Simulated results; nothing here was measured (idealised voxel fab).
The document below concerns the process module designated voxel tone inversion.
Shown is cross-section cut, with a width of 255 nm and square cells of size 5 nm.
A cross-section is written here as square cells arranged in a grid, and it is given in bands from the top down, each band taking up one or more rows of cells.
Per band: top height and bottom height in nm, followed by the left-to-right materials and their widths in nm; "everywhere" marks a single material spanning edge to edge, "air" marks empty space.
Heights are measured from 0, the level below which the as-received wafer is all one material; the lowest band has no bottom and continues downward, written as in "0 nm and below".
Think of "30..40" as a width that walks from the first number to the second as you go down the band, top row to bottom row, taking equal-sized steps from row to row.
Step marked "nothing altered"? Then no cell in the cross-section changed in it.
"Enclosed void catalog" contains a list of empty spaces, each no smaller than 8 cells and without an open way to the top, written in the form width x height at distance with the distance from the left edge and all three in nm.
The remark found on a step's line after its settings is issued by the simulator itself and pertains to that step.
Each step line may optionally specify "overlay nm", which for a step with a mask gives the rightward distance between the mask's planned place and where it lay, a negative value indicating the leftward direction.
# The following list gives the planned process steps
1,RECEIVE with material Si
2,CONFORMAL_DEP with material SiN, thk nm 5
3,DIRECTIONAL_DEP with material aC, thk nm 20
4,PATTERN with tone cover, mask id POSTS, material resist, width nm 20, pitch nm 35, thk nm 30, overlay nm 0
5,DIRECTIONAL_ETCH with etch materials aC, depth nm 20
6,STRIP with etch materials resist
7,FILL_DEP with material SiO2, thk nm 5
8,CMP with height nm 25
9,STRIP with etch materials aC
10,CONFORMAL_DEP with material TiN, thk nm 5
11,FILL_DEP with material W, thk nm 5
12,CMP with height nm 25
13,CONFORMAL_DEP with material SiN, thk nm 5
Same starting wafers, different depth nm at step 5. Plan value belongs to the first wafer.
# Received condition of the first of several wafers, sectioned: post-step 1
  0 nm and below | Si everywhere
  Enclosed void catalog: none
# wafer rows; end of module; cells per material since receipt: (+) gained, (-) lost; then closed voids
depth nm 20; +102 SiN; +156 SiO2; +30 TiN; +18 W; Enclosed void catalog: none
depth nm 25; +102 SiN; +156 SiO2; +30 TiN; +18 W; Enclosed void catalog: none
depth nm 30; +102 SiN; +156 SiO2; +30 TiN; +18 W; Enclosed void catalog: none
depth nm 35; +102 SiN; +168 SiO2; +36 aC; Enclosed void catalog: none
